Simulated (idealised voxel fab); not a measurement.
Name of the process module below: voxel wiring stack
Pictured: cross-section cut, 205 nm wide, on a grid of 5 nm square cells.
In this document a cross-section is written as a grid of square cells. It is given as a series of bands, listed from the top down, and a band is one or more rows of cells. Band: top and bottom heights (nm) first, top before bottom; then materials from left to right, widths in nm. "all across" marks a sole material filling the band edge to edge. "empty" denotes empty space. Heights are measured from 0, the level below which the as-received wafer is all one material; the lowest band has no bottom and continues downward, written as in "0..down". You'd read "30->40" like this: the band's top row of cells is as wide as the first number, its bottom row is as wide as the second, and going down, every row changes width by the same amount as the row before did. It should be understood that the words "no modification", when stated for a given step, signify that the cross-section underwent no change in any of its cells during that step. The entry "Closed cavity list" lists the empty spaces that cover at least 8 cells and have no open path to the top. Each is written as width x height at distance, where the distance is measured from the left edge and all three values are in nm. Past the settings on a step's line: simulator remark, on that step. Among the settings permitted on a step's line is "overlay nm"; applied to a step with a mask, it specifies the extent to which the mask lay to the right of its planned position, whereas a negative figure signifies a position to the left.

The steps planned for the process are as follows:
1: RECEIVE: material Si
2: CONFORMAL_DEP: material SiO2, thk nm 10
3: CONFORMAL_DEP: material SiCN, thk nm 5
4: DIRECTIONAL_DEP: material SiO2, thk nm 25
5: PATTERN: tone open, mask id METAL_1, material resist, width nm 25, pitch nm 40, thk nm 20, overlay nm 0
6: DIRECTIONAL_ETCH: etch materials SiO2, depth nm 25
7: DIRECTIONAL_ETCH: etch materials SiCN, depth nm 5
8: STRIP: etch materials resist
9: CONFORMAL_DEP: material TiN, thk nm 5
10: FILL_DEP: material Cu, thk nm 10
11: CMP: height nm 40
12: CONFORMAL_DEP: material SiCN, thk nm 5
13: DIRECTIONAL_DEP: material SiO2, thk nm 15
14: DIRECTIONAL_DEP: material aC, thk nm 15
15: PATTERN: tone open, mask id PLUG_1, material resist, width nm 15, thk nm 30, overlay nm 0
16: DIRECTIONAL_ETCH: etch materials aC, depth nm 15
17: STRIP: etch materials resist
18: DIRECTIONAL_ETCH: etch materials SiO2, depth nm 15
19: DIRECTIONAL_ETCH: etch materials SiCN, depth nm 5
20: STRIP: etch materials aC
21: EPI: material Ru, thk nm 10
22: EPI: material Ru, thk nm 10
23: DIRECTIONAL_DEP: material TiN, thk nm 5
24: DIRECTIONAL_DEP: material Ru, thk nm 15
25: DIRECTIONAL_DEP: material aC, thk nm 10
26: PATTERN: tone cover, mask id METAL_2, material resist, width nm 25, pitch nm 40, thk nm 25, overlay nm 0
27: DIRECTIONAL_ETCH: etch materials aC, depth nm 10
28: STRIP: etch materials resist
29: DIRECTIONAL_ETCH: etch materials Ru, depth nm 15
30: DIRECTIONAL_ETCH: etch materials TiN, depth nm 5
31: STRIP: etch materials aC
32: CONFORMAL_DEP: material SiCN, thk nm 5
33: FILL_DEP: material SiO2, thk nm 10
34: CMP: height nm 80
35: CONFORMAL_DEP: material SiN, thk nm 5

On the first of the two wafers: run conducted according to plan:

Incoming wafer in cross-section (state: after step 1):
    0..down = Si all across
    Closed cavity list: none

Cross-section: wafer state after step 2:
    10..0 = SiO2 all across
    All layers under 0 are left as they were.

Cross-section: wafer state after step 3:
    15..10 = SiCN all across
    All layers under 10 are left as they were.

Cross-section: wafer state after step 4:
    40..15 = SiO2 all across
    All layers under 15 are left as they were.

Cross-section: wafer state after step 5:
    60..40 = resist 70 nm; empty 25 nm; resist 15 nm; empty 25 nm; resist 70 nm
    All layers under 40 are left as they were.

Cross-section: wafer state after step 6:
    60..40 = resist 70 nm; empty 25 nm; resist 15 nm; empty 25 nm; resist 70 nm
    40..15 = SiO2 70 nm; empty 25 nm; SiO2 15 nm; empty 25 nm; SiO2 70 nm
    All layers under 15 are left as they were.

Cross-section: wafer state after step 7:
    60..40 = resist 70 nm; empty 25 nm; resist 15 nm; empty 25 nm; resist 70 nm
    40..15 = SiO2 70 nm; empty 25 nm; SiO2 15 nm; empty 25 nm; SiO2 70 nm
    15..10 = SiCN 70 nm; empty 25 nm; SiCN 15 nm; empty 25 nm; SiCN 70 nm
    All layers under 10 are left as they were.

Cross-section: wafer state after step 8:
    40..15 = SiO2 70 nm; empty 25 nm; SiO2 15 nm; empty 25 nm; SiO2 70 nm
    All layers under 15 are left as they were.

Cross-section: wafer state after step 9:
    45..40 = TiN 75 nm; empty 15 nm; TiN 25 nm; empty 15 nm; TiN 75 nm
    40..15 = SiO2 70 nm; TiN 5 nm; empty 15 nm; TiN 5 nm; SiO2 15 nm; TiN 5 nm; empty 15 nm; TiN 5 nm; SiO2 70 nm
    15..10 = SiCN 70 nm; TiN 25 nm; SiCN 15 nm; TiN 25 nm; SiCN 70 nm
    All layers under 10 are left as they were.

Cross-section: wafer state after step 10:
    55..45 = Cu all across
    45..40 = TiN 75 nm; Cu 15 nm; TiN 25 nm; Cu 15 nm; TiN 75 nm
    40..15 = SiO2 70 nm; TiN 5 nm; Cu 15 nm; TiN 5 nm; SiO2 15 nm; TiN 5 nm; Cu 15 nm; TiN 5 nm; SiO2 70 nm
    All layers under 15 are left as they were.

Cross-section: wafer state after step 11:
    40..15 = SiO2 70 nm; TiN 5 nm; Cu 15 nm; TiN 5 nm; SiO2 15 nm; TiN 5 nm; Cu 15 nm; TiN 5 nm; SiO2 70 nm
    All layers under 15 are left as they were.

Cross-section: wafer state after step 12:
    45..40 = SiCN all across
    All layers under 40 are left as they were.

Cross-section: wafer state after step 13:
    60..45 = SiO2 all across
    All layers under 45 are left as they were.

Cross-section: wafer state after step 14:
    75..60 = aC all across
    All layers under 60 are left as they were.

Cross-section: wafer state after step 15:
    105..75 = resist 70 nm; empty 15 nm; resist 120 nm
    All layers under 75 are left as they were.

Cross-section: wafer state after step 16:
    90..75 = resist 70 nm; empty 15 nm; resist 120 nm
    75..60 = aC 70 nm; empty 15 nm; aC 120 nm
    All layers under 60 are left as they were.

Cross-section: wafer state after step 17:
    75..60 = aC 70 nm; empty 15 nm; aC 120 nm
    All layers under 60 are left as they were.

Cross-section: wafer state after step 18:
    75..60 = aC 70 nm; empty 15 nm; aC 120 nm
    60..45 = SiO2 70 nm; empty 15 nm; SiO2 120 nm
    All layers under 45 are left as they were.

Cross-section: wafer state after step 19:
    75..60 = aC 70 nm; empty 15 nm; aC 120 nm
    60..45 = SiO2 70 nm; empty 15 nm; SiO2 120 nm
    45..40 = SiCN 70 nm; empty 15 nm; SiCN 120 nm
    All layers under 40 are left as they were.

Cross-section: wafer state after step 20:
    60..45 = SiO2 70 nm; empty 15 nm; SiO2 120 nm
    All layers under 45 are left as they were.

Cross-section: wafer state after step 21:
    60..50 = SiO2 70 nm; empty 15 nm; SiO2 120 nm
    50..45 = SiO2 70 nm; Ru 15 nm; SiO2 120 nm
    45..40 = SiCN 70 nm; Ru 15 nm; SiCN 120 nm
    All layers under 40 are left as they were.

Cross-section: wafer state after step 22:
    60..45 = SiO2 70 nm; Ru 15 nm; SiO2 120 nm
    All layers under 45 are left as they were.

Cross-section: wafer state after step 23:
    65..60 = TiN all across
    All layers under 60 are left as they were.

Cross-section: wafer state after step 24:
    80..65 = Ru all across
    All layers under 65 are left as they were.

Cross-section: wafer state after step 25:
    90..80 = aC all across
    All layers under 80 are left as they were.

Cross-section: wafer state after step 26:
    115..90 = empty 70 nm; resist 25 nm; empty 15 nm; resist 25 nm; empty 70 nm
    All layers under 90 are left as they were.

Cross-section: wafer state after step 27:
    105..90 = empty 70 nm; resist 25 nm; empty 15 nm; resist 25 nm; empty 70 nm
    90..80 = empty 70 nm; aC 25 nm; empty 15 nm; aC 25 nm; empty 70 nm
    All layers under 80 are left as they were.

Cross-section: wafer state after step 28:
    90..80 = empty 70 nm; aC 25 nm; empty 15 nm; aC 25 nm; empty 70 nm
    All layers under 80 are left as they were.

Cross-section: wafer state after step 29:
    90..80 = empty 70 nm; aC 25 nm; empty 15 nm; aC 25 nm; empty 70 nm
    80..65 = empty 70 nm; Ru 25 nm; empty 15 nm; Ru 25 nm; empty 70 nm
    All layers under 65 are left as they were.

Cross-section: wafer state after step 30:
    90..80 = empty 70 nm; aC 25 nm; empty 15 nm; aC 25 nm; empty 70 nm
    80..65 = empty 70 nm; Ru 25 nm; empty 15 nm; Ru 25 nm; empty 70 nm
    65..60 = empty 70 nm; TiN 25 nm; empty 15 nm; TiN 25 nm; empty 70 nm
    All layers under 60 are left as they were.

Cross-section: wafer state after step 31:
    80..65 = empty 70 nm; Ru 25 nm; empty 15 nm; Ru 25 nm; empty 70 nm
    All layers under 65 are left as they were.

Cross-section: wafer state after step 32:
    85..80 = empty 65 nm; SiCN 35 nm; empty 5 nm; SiCN 35 nm; empty 65 nm
    80..65 = empty 65 nm; SiCN 5 nm; Ru 25 nm; SiCN 5 nm; empty 5 nm; SiCN 5 nm; Ru 25 nm; SiCN 5 nm; empty 65 nm
    65..60 = SiCN 70 nm; TiN 25 nm; SiCN 15 nm; TiN 25 nm; SiCN 70 nm
    All layers under 60 are left as they were.

Cross-section: wafer state after step 33:
    95..85 = SiO2 all across
    85..80 = SiO2 65 nm; SiCN 35 nm; SiO2 5 nm; SiCN 35 nm; SiO2 65 nm
    80..65 = SiO2 65 nm; SiCN 5 nm; Ru 25 nm; SiCN 5 nm; SiO2 5 nm; SiCN 5 nm; Ru 25 nm; SiCN 5 nm; SiO2 65 nm
    All layers under 65 are left as they were.

Cross-section: wafer state after step 34:
    80..65 = SiO2 65 nm; SiCN 5 nm; Ru 25 nm; SiCN 5 nm; SiO2 5 nm; SiCN 5 nm; Ru 25 nm; SiCN 5 nm; SiO2 65 nm
    All layers under 65 are left as they were.

Cross-section: wafer state after step 35:
    85..80 = SiN all across
    All layers under 80 are left as they were.

Second Wafer (Identical Start and Plan, One Processing Error; Matches First Wafer Through Step 2):

Look at the second wafer in cross-section at the time step 3 ought to have finished:
    35..0 = SiO2 all across
    All layers under 0 are left as they were.

Look at the second wafer in cross-section at the time step 4 ought to have finished:
    40..35 = SiCN all across
    All layers under 35 are left as they were.

Look at the second wafer in cross-section at the time step 5 ought to have finished:
    60..40 = resist 70 nm; empty 25 nm; resist 15 nm; empty 25 nm; resist 70 nm
    All layers under 40 are left as they were.

Look at the second wafer in cross-section at the time step 6 ought to have finished: no modification

Look at the second wafer in cross-section at the time step 7 ought to have finished:
    60..40 = resist 70 nm; empty 25 nm; resist 15 nm; empty 25 nm; resist 70 nm
    40..35 = SiCN 70 nm; empty 25 nm; SiCN 15 nm; empty 25 nm; SiCN 70 nm
    All layers under 35 are left as they were.

Look at the second wafer in cross-section at the time step 8 ought to have finished:
    40..35 = SiCN 70 nm; empty 25 nm; SiCN 15 nm; empty 25 nm; SiCN 70 nm
    All layers under 35 are left as they were.

Look at the second wafer in cross-section at the time step 9 ought to have finished:
    45..40 = TiN 75 nm; empty 15 nm; TiN 25 nm; empty 15 nm; TiN 75 nm
    40..35 = SiCN 70 nm; TiN 25 nm; SiCN 15 nm; TiN 25 nm; SiCN 70 nm
    All layers under 35 are left as they were.

Look at the second wafer in cross-section at the time step 10 ought to have finished:
    55..45 = Cu all across
    45..40 = TiN 75 nm; Cu 15 nm; TiN 25 nm; Cu 15 nm; TiN 75 nm
    All layers under 40 are left as they were.

Look at the second wafer in cross-section at the time step 11 ought to have finished:
    40..35 = SiCN 70 nm; TiN 25 nm; SiCN 15 nm; TiN 25 nm; SiCN 70 nm
    All layers under 35 are left as they were.

Look at the second wafer in cross-section at the time step 12 ought to have finished:
    45..40 = SiCN all across
    All layers under 40 are left as they were.

Look at the second wafer in cross-section at the time step 13 ought to have finished:
    60..45 = SiO2 all across
    All layers under 45 are left as they were.

Look at the second wafer in cross-section at the time step 14 ought to have finished:
    75..60 = aC all across
    All layers under 60 are left as they were.

Look at the second wafer in cross-section at the time step 15 ought to have finished:
    105..75 = resist 70 nm; empty 15 nm; resist 120 nm
    All layers under 75 are left as they were.

Look at the second wafer in cross-section at the time step 16 ought to have finished:
    90..75 = resist 70 nm; empty 15 nm; resist 120 nm
    75..60 = aC 70 nm; empty 15 nm; aC 120 nm
    All layers under 60 are left as they were.

Look at the second wafer in cross-section at the time step 17 ought to have finished:
    75..60 = aC 70 nm; empty 15 nm; aC 120 nm
    All layers under 60 are left as they were.

Look at the second wafer in cross-section at the time step 18 ought to have finished:
    75..60 = aC 70 nm; empty 15 nm; aC 120 nm
    60..45 = SiO2 70 nm; empty 15 nm; SiO2 120 nm
    All layers under 45 are left as they were.

Look at the second wafer in cross-section at the time step 19 ought to have finished:
    75..60 = aC 70 nm; empty 15 nm; aC 120 nm
    60..45 = SiO2 70 nm; empty 15 nm; SiO2 120 nm
    45..40 = SiCN 70 nm; empty 15 nm; SiCN 120 nm
    All layers under 40 are left as they were.

Look at the second wafer in cross-section at the time step 20 ought to have finished:
    60..45 = SiO2 70 nm; empty 15 nm; SiO2 120 nm
    All layers under 45 are left as they were.

Look at the second wafer in cross-section at the time step 21 ought to have finished:
    60..50 = SiO2 70 nm; empty 15 nm; SiO2 120 nm
    50..45 = SiO2 70 nm; Ru 15 nm; SiO2 120 nm
    45..40 = SiCN 70 nm; Ru 15 nm; SiCN 120 nm
    All layers under 40 are left as they were.

Look at the second wafer in cross-section at the time step 22 ought to have finished:
    60..45 = SiO2 70 nm; Ru 15 nm; SiO2 120 nm
    All layers under 45 are left as they were.

Look at the second wafer in cross-section at the time step 23 ought to have finished:
    65..60 = TiN all across
    All layers under 60 are left as they were.

Look at the second wafer in cross-section at the time step 24 ought to have finished:
    80..65 = Ru all across
    All layers under 65 are left as they were.

Look at the second wafer in cross-section at the time step 25 ought to have finished:
    90..80 = aC all across
    All layers under 80 are left as they were.

Look at the second wafer in cross-section at the time step 26 ought to have finished:
    115..90 = empty 70 nm; resist 25 nm; empty 15 nm; resist 25 nm; empty 70 nm
    All layers under 90 are left as they were.

Look at the second wafer in cross-section at the time step 27 ought to have finished:
    105..90 = empty 70 nm; resist 25 nm; empty 15 nm; resist 25 nm; empty 70 nm
    90..80 = empty 70 nm; aC 25 nm; empty 15 nm; aC 25 nm; empty 70 nm
    All layers under 80 are left as they were.

Look at the second wafer in cross-section at the time step 28 ought to have finished:
    90..80 = empty 70 nm; aC 25 nm; empty 15 nm; aC 25 nm; empty 70 nm
    All layers under 80 are left as they were.

Look at the second wafer in cross-section at the time step 29 ought to have finished:
    90..80 = empty 70 nm; aC 25 nm; empty 15 nm; aC 25 nm; empty 70 nm
    80..65 = empty 70 nm; Ru 25 nm; empty 15 nm; Ru 25 nm; empty 70 nm
    All layers under 65 are left as they were.

Look at the second wafer in cross-section at the time step 30 ought to have finished:
    90..80 = empty 70 nm; aC 25 nm; empty 15 nm; aC 25 nm; empty 70 nm
    80..65 = empty 70 nm; Ru 25 nm; empty 15 nm; Ru 25 nm; empty 70 nm
    65..60 = empty 70 nm; TiN 25 nm; empty 15 nm; TiN 25 nm; empty 70 nm
    All layers under 60 are left as they were.

Look at the second wafer in cross-section at the time step 31 ought to have finished:
    80..65 = empty 70 nm; Ru 25 nm; empty 15 nm; Ru 25 nm; empty 70 nm
    All layers under 65 are left as they were.

Look at the second wafer in cross-section at the time step 32 ought to have finished:
    85..80 = empty 65 nm; SiCN 35 nm; empty 5 nm; SiCN 35 nm; empty 65 nm
    80..65 = empty 65 nm; SiCN 5 nm; Ru 25 nm; SiCN 5 nm; empty 5 nm; SiCN 5 nm; Ru 25 nm; SiCN 5 nm; empty 65 nm
    65..60 = SiCN 70 nm; TiN 25 nm; SiCN 15 nm; TiN 25 nm; SiCN 70 nm
    All layers under 60 are left as they were.

Look at the second wafer in cross-section at the time step 33 ought to have finished:
    95..85 = SiO2 all across
    85..80 = SiO2 65 nm; SiCN 35 nm; SiO2 5 nm; SiCN 35 nm; SiO2 65 nm
    80..65 = SiO2 65 nm; SiCN 5 nm; Ru 25 nm; SiCN 5 nm; SiO2 5 nm; SiCN 5 nm; Ru 25 nm; SiCN 5 nm; SiO2 65 nm
    All layers under 65 are left as they were.

Look at the second wafer in cross-section at the time step 34 ought to have finished:
    80..65 = SiO2 65 nm; SiCN 5 nm; Ru 25 nm; SiCN 5 nm; SiO2 5 nm; SiCN 5 nm; Ru 25 nm; SiCN 5 nm; SiO2 65 nm
    All layers under 65 are left as they were.

Look at the second wafer in cross-section at the time step 35 ought to have finished:
    85..80 = SiN all across
    All layers under 80 are left as they were.
So what did we get wrong on this run? note: step 3 <-> step 4, run order reversed vs plan
End check, counted in cells, second wafer has more or fewer of these materials than the first: Cu -30; SiO2 +50; TiN -20
